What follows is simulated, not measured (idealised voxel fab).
process module | voxel wiring stack
cross-section cut | 210 nm wide | cells 5 nm
A cross-section is a grid of square cells, given in bands from the top down. A band is one or more rows of cells.
Each band's line starts with the height of the band's top and of its bottom, in nm. Then come its materials from left to right, each with its width in nm. One material with "throughout" fills the band from edge to edge. "air" is empty space.
Height 0 is the level under which the wafer as received is all one material. The lowest band goes on downwards, as in "0 down".
A width such as "30 to 40" changes by the same amount from each row of cells to the next, from the band's top row to its bottom row.
"no change" after a step means that no cell of the cross-section changed.
closed voids: empty space of 8 cells or more with no open way to the top, each as width x height at its distance from the left edge, in nm
after a step's settings: what the simulator itself notes on the step
overlay nm, on a step with a mask: how far to the right of its planned place the mask lay; to the left if negative
plan
1 op RECEIVE | material Si
2 op CONFORMAL_DEP | material SiO2 | thk nm 15
3 op DIRECTIONAL_DEP | material TiN | thk nm 5
4 op DIRECTIONAL_DEP | material W | thk nm 25
5 op DIRECTIONAL_DEP | material aC | thk nm 10
6 op PATTERN | tone cover | mask id METAL_1 | material resist | width nm 30 | pitch nm 50 | thk nm 30 | overlay nm 0
7 op DIRECTIONAL_ETCH | etch materials aC | depth nm 10
8 op STRIP | etch materials resist
9 op DIRECTIONAL_ETCH | etch materials W | depth nm 25
10 op DIRECTIONAL_ETCH | etch materials TiN | depth nm 5
11 op STRIP | etch materials aC
12 op CONFORMAL_DEP | material SiCN | thk nm 5
13 op FILL_DEP | material lowk | thk nm 10
14 op CMP | height nm 45
15 op CONFORMAL_DEP | material SiCN | thk nm 5
16 op DIRECTIONAL_DEP | material lowk | thk nm 20
17 op DIRECTIONAL_DEP | material aC | thk nm 10
18 op PATTERN | tone open | mask id PLUG_1 | material resist | width nm 15 | pitch nm 100 | thk nm 25 | overlay nm 0
19 op DIRECTIONAL_ETCH | etch materials aC | depth nm 10
20 op STRIP | etch materials resist
21 op DIRECTIONAL_ETCH | etch materials lowk | depth nm 20
22 op DIRECTIONAL_ETCH | etch materials SiCN | depth nm 5
23 op STRIP | etch materials aC
24 op EPI | material Ru | thk nm 10
25 op EPI | material Ru | thk nm 10
26 op EPI | material Ru | thk nm 5
27 op CONFORMAL_DEP | material SiCN | thk nm 5
28 op DIRECTIONAL_DEP | material SiO2 | thk nm 25
29 op PATTERN | tone open | mask id METAL_2 | material resist | width nm 30 | pitch nm 50 | thk nm 20 | overlay nm 0
30 op DIRECTIONAL_ETCH | etch materials SiO2 | depth nm 25
31 op DIRECTIONAL_ETCH | etch materials SiCN | depth nm 5
32 op STRIP | etch materials resist
33 op CONFORMAL_DEP | material TiN | thk nm 5
34 op FILL_DEP | material Ru | thk nm 10
35 op CMP | height nm 100
36 op CONFORMAL_DEP | material SiCN | thk nm 5
37 op DIRECTIONAL_DEP | material SiO2 | thk nm 30
38 op PATTERN | tone open | mask id METAL_3 | material resist | width nm 30 | pitch nm 50 | thk nm 20 | overlay nm 0
39 op DIRECTIONAL_ETCH | etch materials SiO2 | depth nm 20
40 op STRIP | etch materials resist
41 op MASKED_ETCH | tone open | mask id METAL_3_HOLES | width nm 15 | pitch nm 50 | etch materials SiO2 | depth nm 10 | overlay nm 0
42 op MASKED_ETCH | tone open | mask id METAL_3_HOLES | width nm 15 | pitch nm 50 | etch materials SiCN | depth nm 5 | overlay nm 0
43 op CONFORMAL_DEP | material TiN | thk nm 5
44 op FILL_DEP | material Cu | thk nm 5
45 op CMP | height nm 135
46 op CONFORMAL_DEP | material SiCN | thk nm 5
first wafer, as planned
as received, after step 1
  0 down: Si throughout
  closed voids: none
after step 2
  15 to 0: SiO2 throughout
  below 0: unchanged
after step 3
  20 to 15: TiN throughout
  below 15: unchanged
after step 4
  45 to 20: W throughout
  below 20: unchanged
after step 5
  55 to 45: aC throughout
  below 45: unchanged
after step 6
  85 to 55: air 40 | resist 30 | air 20 | resist 30 | air 20 | resist 30 | air 40
  below 55: unchanged
after step 7
  75 to 55: air 40 | resist 30 | air 20 | resist 30 | air 20 | resist 30 | air 40
  55 to 45: air 40 | aC 30 | air 20 | aC 30 | air 20 | aC 30 | air 40
  below 45: unchanged
after step 8
  55 to 45: air 40 | aC 30 | air 20 | aC 30 | air 20 | aC 30 | air 40
  below 45: unchanged
after step 9
  55 to 45: air 40 | aC 30 | air 20 | aC 30 | air 20 | aC 30 | air 40
  45 to 20: air 40 | W 30 | air 20 | W 30 | air 20 | W 30 | air 40
  below 20: unchanged
after step 10
  55 to 45: air 40 | aC 30 | air 20 | aC 30 | air 20 | aC 30 | air 40
  45 to 20: air 40 | W 30 | air 20 | W 30 | air 20 | W 30 | air 40
  20 to 15: air 40 | TiN 30 | air 20 | TiN 30 | air 20 | TiN 30 | air 40
  below 15: unchanged
after step 11
  45 to 20: air 40 | W 30 | air 20 | W 30 | air 20 | W 30 | air 40
  below 20: unchanged
after step 12
  50 to 45: air 35 | SiCN 40 | air 10 | SiCN 40 | air 10 | SiCN 40 | air 35
  45 to 20: air 35 | SiCN 5 | W 30 | SiCN 5 | air 10 | SiCN 5 | W 30 | SiCN 5 | air 10 | SiCN 5 | W 30 | SiCN 5 | air 35
  20 to 15: SiCN 40 | TiN 30 | SiCN 20 | TiN 30 | SiCN 20 | TiN 30 | SiCN 40
  below 15: unchanged
after step 13
  60 to 50: lowk throughout
  50 to 45: lowk 35 | SiCN 40 | lowk 10 | SiCN 40 | lowk 10 | SiCN 40 | lowk 35
  45 to 20: lowk 35 | SiCN 5 | W 30 | SiCN 5 | lowk 10 | SiCN 5 | W 30 | SiCN 5 | lowk 10 | SiCN 5 | W 30 | SiCN 5 | lowk 35
  below 20: unchanged
after step 14
  45 to 20: lowk 35 | SiCN 5 | W 30 | SiCN 5 | lowk 10 | SiCN 5 | W 30 | SiCN 5 | lowk 10 | SiCN 5 | W 30 | SiCN 5 | lowk 35
  below 20: unchanged
after step 15
  50 to 45: SiCN throughout
  below 45: unchanged
after step 16
  70 to 50: lowk throughout
  below 50: unchanged
after step 17
  80 to 70: aC throughout
  below 70: unchanged
after step 18
  105 to 80: resist 40 | air 15 | resist 85 | air 15 | resist 55
  below 80: unchanged
after step 19
  95 to 80: resist 40 | air 15 | resist 85 | air 15 | resist 55
  80 to 70: aC 40 | air 15 | aC 85 | air 15 | aC 55
  below 70: unchanged
after step 20
  80 to 70: aC 40 | air 15 | aC 85 | air 15 | aC 55
  below 70: unchanged
after step 21
  80 to 70: aC 40 | air 15 | aC 85 | air 15 | aC 55
  70 to 50: lowk 40 | air 15 | lowk 85 | air 15 | lowk 55
  below 50: unchanged
after step 22
  80 to 70: aC 40 | air 15 | aC 85 | air 15 | aC 55
  70 to 50: lowk 40 | air 15 | lowk 85 | air 15 | lowk 55
  50 to 45: SiCN 40 | air 15 | SiCN 85 | air 15 | SiCN 55
  below 45: unchanged
after step 23
  70 to 50: lowk 40 | air 15 | lowk 85 | air 15 | lowk 55
  below 50: unchanged
after step 24
  70 to 55: lowk 40 | air 15 | lowk 85 | air 15 | lowk 55
  55 to 50: lowk 40 | Ru 15 | lowk 85 | Ru 15 | lowk 55
  50 to 45: SiCN 40 | Ru 15 | SiCN 85 | Ru 15 | SiCN 55
  below 45: unchanged
after step 25
  70 to 65: lowk 40 | air 15 | lowk 85 | air 15 | lowk 55
  65 to 50: lowk 40 | Ru 15 | lowk 85 | Ru 15 | lowk 55
  below 50: unchanged
after step 26
  70 to 50: lowk 40 | Ru 15 | lowk 85 | Ru 15 | lowk 55
  below 50: unchanged
after step 27
  75 to 70: SiCN throughout
  below 70: unchanged
after step 28
  100 to 75: SiO2 throughout
  below 75: unchanged
after step 29
  120 to 100: resist 40 | air 30 | resist 20 | air 30 | resist 20 | air 30 | resist 40
  below 100: unchanged
after step 30
  120 to 100: resist 40 | air 30 | resist 20 | air 30 | resist 20 | air 30 | resist 40
  100 to 75: SiO2 40 | air 30 | SiO2 20 | air 30 | SiO2 20 | air 30 | SiO2 40
  below 75: unchanged
after step 31
  120 to 100: resist 40 | air 30 | resist 20 | air 30 | resist 20 | air 30 | resist 40
  100 to 75: SiO2 40 | air 30 | SiO2 20 | air 30 | SiO2 20 | air 30 | SiO2 40
  75 to 70: SiCN 40 | air 30 | SiCN 20 | air 30 | SiCN 20 | air 30 | SiCN 40
  below 70: unchanged
after step 32
  100 to 75: SiO2 40 | air 30 | SiO2 20 | air 30 | SiO2 20 | air 30 | SiO2 40
  below 75: unchanged
after step 33
  105 to 100: TiN 45 | air 20 | TiN 30 | air 20 | TiN 30 | air 20 | TiN 45
  100 to 75: SiO2 40 | TiN 5 | air 20 | TiN 5 | SiO2 20 | TiN 5 | air 20 | TiN 5 | SiO2 20 | TiN 5 | air 20 | TiN 5 | SiO2 40
  75 to 70: SiCN 40 | TiN 30 | SiCN 20 | TiN 30 | SiCN 20 | TiN 30 | SiCN 40
  below 70: unchanged
after step 34
  115 to 105: Ru throughout
  105 to 100: TiN 45 | Ru 20 | TiN 30 | Ru 20 | TiN 30 | Ru 20 | TiN 45
  100 to 75: SiO2 40 | TiN 5 | Ru 20 | TiN 5 | SiO2 20 | TiN 5 | Ru 20 | TiN 5 | SiO2 20 | TiN 5 | Ru 20 | TiN 5 | SiO2 40
  below 75: unchanged
after step 35
  100 to 75: SiO2 40 | TiN 5 | Ru 20 | TiN 5 | SiO2 20 | TiN 5 | Ru 20 | TiN 5 | SiO2 20 | TiN 5 | Ru 20 | TiN 5 | SiO2 40
  below 75: unchanged
after step 36
  105 to 100: SiCN throughout
  below 100: unchanged
after step 37
  135 to 105: SiO2 throughout
  below 105: unchanged
after step 38
  155 to 135: resist 40 | air 30 | resist 20 | air 30 | resist 20 | air 30 | resist 40
  below 135: unchanged
after step 39
  155 to 135: resist 40 | air 30 | resist 20 | air 30 | resist 20 | air 30 | resist 40
  135 to 115: SiO2 40 | air 30 | SiO2 20 | air 30 | SiO2 20 | air 30 | SiO2 40
  below 115: unchanged
after step 40
  135 to 115: SiO2 40 | air 30 | SiO2 20 | air 30 | SiO2 20 | air 30 | SiO2 40
  below 115: unchanged
after step 41
  135 to 115: SiO2 40 | air 30 | SiO2 20 | air 30 | SiO2 20 | air 30 | SiO2 40
  115 to 105: SiO2 40 | air 15 | SiO2 35 | air 15 | SiO2 35 | air 15 | SiO2 55
  below 105: unchanged
after step 42
  135 to 115: SiO2 40 | air 30 | SiO2 20 | air 30 | SiO2 20 | air 30 | SiO2 40
  115 to 105: SiO2 40 | air 15 | SiO2 35 | air 15 | SiO2 35 | air 15 | SiO2 55
  105 to 100: SiCN 40 | air 15 | SiCN 35 | air 15 | SiCN 35 | air 15 | SiCN 55
  below 100: unchanged
after step 43
  140 to 135: TiN 45 | air 20 | TiN 30 | air 20 | TiN 30 | air 20 | TiN 45
  135 to 120: SiO2 40 | TiN 5 | air 20 | TiN 5 | SiO2 20 | TiN 5 | air 20 | TiN 5 | SiO2 20 | TiN 5 | air 20 | TiN 5 | SiO2 40
  120 to 115: SiO2 40 | TiN 5 | air 5 | TiN 20 | SiO2 20 | TiN 5 | air 5 | TiN 20 | SiO2 20 | TiN 5 | air 5 | TiN 20 | SiO2 40
  115 to 105: SiO2 40 | TiN 5 | air 5 | TiN 5 | SiO2 35 | TiN 5 | air 5 | TiN 5 | SiO2 35 | TiN 5 | air 5 | TiN 5 | SiO2 55
  105 to 100: SiCN 40 | TiN 15 | SiCN 35 | TiN 15 | SiCN 35 | TiN 15 | SiCN 55
  below 100: unchanged
after step 44
  145 to 140: Cu throughout
  140 to 135: TiN 45 | Cu 20 | TiN 30 | Cu 20 | TiN 30 | Cu 20 | TiN 45
  135 to 120: SiO2 40 | TiN 5 | Cu 20 | TiN 5 | SiO2 20 | TiN 5 | Cu 20 | TiN 5 | SiO2 20 | TiN 5 | Cu 20 | TiN 5 | SiO2 40
  120 to 115: SiO2 40 | TiN 5 | Cu 5 | TiN 20 | SiO2 20 | TiN 5 | Cu 5 | TiN 20 | SiO2 20 | TiN 5 | Cu 5 | TiN 20 | SiO2 40
  115 to 105: SiO2 40 | TiN 5 | Cu 5 | TiN 5 | SiO2 35 | TiN 5 | Cu 5 | TiN 5 | SiO2 35 | TiN 5 | Cu 5 | TiN 5 | SiO2 55
  below 105: unchanged
after step 45
  135 to 120: SiO2 40 | TiN 5 | Cu 20 | TiN 5 | SiO2 20 | TiN 5 | Cu 20 | TiN 5 | SiO2 20 | TiN 5 | Cu 20 | TiN 5 | SiO2 40
  below 120: unchanged
after step 46
  140 to 135: SiCN throughout
  below 135: unchanged
second wafer: like start, like plan, one mistake. Through step 37 it matches the first wafer
when step 38 should have ended
  155 to 135: resist 45 | air 25 | resist 25 | air 25 | resist 25 | air 25 | resist 40
  below 135: unchanged
when step 39 should have ended
  155 to 135: resist 45 | air 25 | resist 25 | air 25 | resist 25 | air 25 | resist 40
  135 to 115: SiO2 45 | air 25 | SiO2 25 | air 25 | SiO2 25 | air 25 | SiO2 40
  below 115: unchanged
when step 40 should have ended
  135 to 115: SiO2 45 | air 25 | SiO2 25 | air 25 | SiO2 25 | air 25 | SiO2 40
  below 115: unchanged
when step 41 should have ended
  135 to 125: SiO2 40 | air 30 | SiO2 20 | air 30 | SiO2 20 | air 30 | SiO2 40
  125 to 115: SiO2 45 | air 25 | SiO2 25 | air 25 | SiO2 25 | air 25 | SiO2 40
  115 to 105: SiO2 45 | air 10 | SiO2 40 | air 10 | SiO2 40 | air 10 | SiO2 55
  below 105: unchanged
when step 42 should have ended
  135 to 125: SiO2 40 | air 30 | SiO2 20 | air 30 | SiO2 20 | air 30 | SiO2 40
  125 to 115: SiO2 45 | air 25 | SiO2 25 | air 25 | SiO2 25 | air 25 | SiO2 40
  115 to 105: SiO2 45 | air 10 | SiO2 40 | air 10 | SiO2 40 | air 10 | SiO2 55
  105 to 100: SiCN 45 | air 10 | SiCN 40 | air 10 | SiCN 40 | air 10 | SiCN 55
  below 100: unchanged
when step 43 should have ended
  140 to 135: TiN 45 | air 20 | TiN 30 | air 20 | TiN 30 | air 20 | TiN 45
  135 to 125: SiO2 40 | TiN 5 to 10 | air 20 to 15 | TiN 5 | SiO2 20 | TiN 5 to 10 | air 20 to 15 | TiN 5 | SiO2 20 | TiN 5 to 10 | air 20 to 15 | TiN 5 | SiO2 40
  125 to 120: SiO2 45 | TiN 5 | air 15 | TiN 5 | SiO2 25 | TiN 5 | air 15 | TiN 5 | SiO2 25 | TiN 5 | air 15 | TiN 5 | SiO2 40
  120 to 115: SiO2 45 | TiN 25 | SiO2 25 | TiN 25 | SiO2 25 | TiN 25 | SiO2 40
  115 to 105: SiO2 45 | TiN 10 | SiO2 40 | TiN 10 | SiO2 40 | TiN 10 | SiO2 55
  105 to 100: SiCN 45 | TiN 10 | SiCN 40 | TiN 10 | SiCN 40 | TiN 10 | SiCN 55
  below 100: unchanged
when step 44 should have ended
  145 to 140: Cu throughout
  140 to 135: TiN 45 | Cu 20 | TiN 30 | Cu 20 | TiN 30 | Cu 20 | TiN 45
  135 to 125: SiO2 40 | TiN 5 to 10 | Cu 20 to 15 | TiN 5 | SiO2 20 | TiN 5 to 10 | Cu 20 to 15 | TiN 5 | SiO2 20 | TiN 5 to 10 | Cu 20 to 15 | TiN 5 | SiO2 40
  125 to 120: SiO2 45 | TiN 5 | Cu 15 | TiN 5 | SiO2 25 | TiN 5 | Cu 15 | TiN 5 | SiO2 25 | TiN 5 | Cu 15 | TiN 5 | SiO2 40
  below 120: unchanged
when step 45 should have ended
  135 to 125: SiO2 40 | TiN 5 to 10 | Cu 20 to 15 | TiN 5 | SiO2 20 | TiN 5 to 10 | Cu 20 to 15 | TiN 5 | SiO2 20 | TiN 5 to 10 | Cu 20 to 15 | TiN 5 | SiO2 40
  below 125: unchanged
when step 46 should have ended
  140 to 135: SiCN throughout
  below 135: unchanged
what went wrong: step 38 ran as: op PATTERN | tone open | mask id METAL_3 | material resist | width nm 25 | pitch nm 50 | thk nm 20 | overlay nm 0
at the end the second wafer has, in cells: 15 fewer of Cu | 3 more of SiCN | 12 more of SiO2
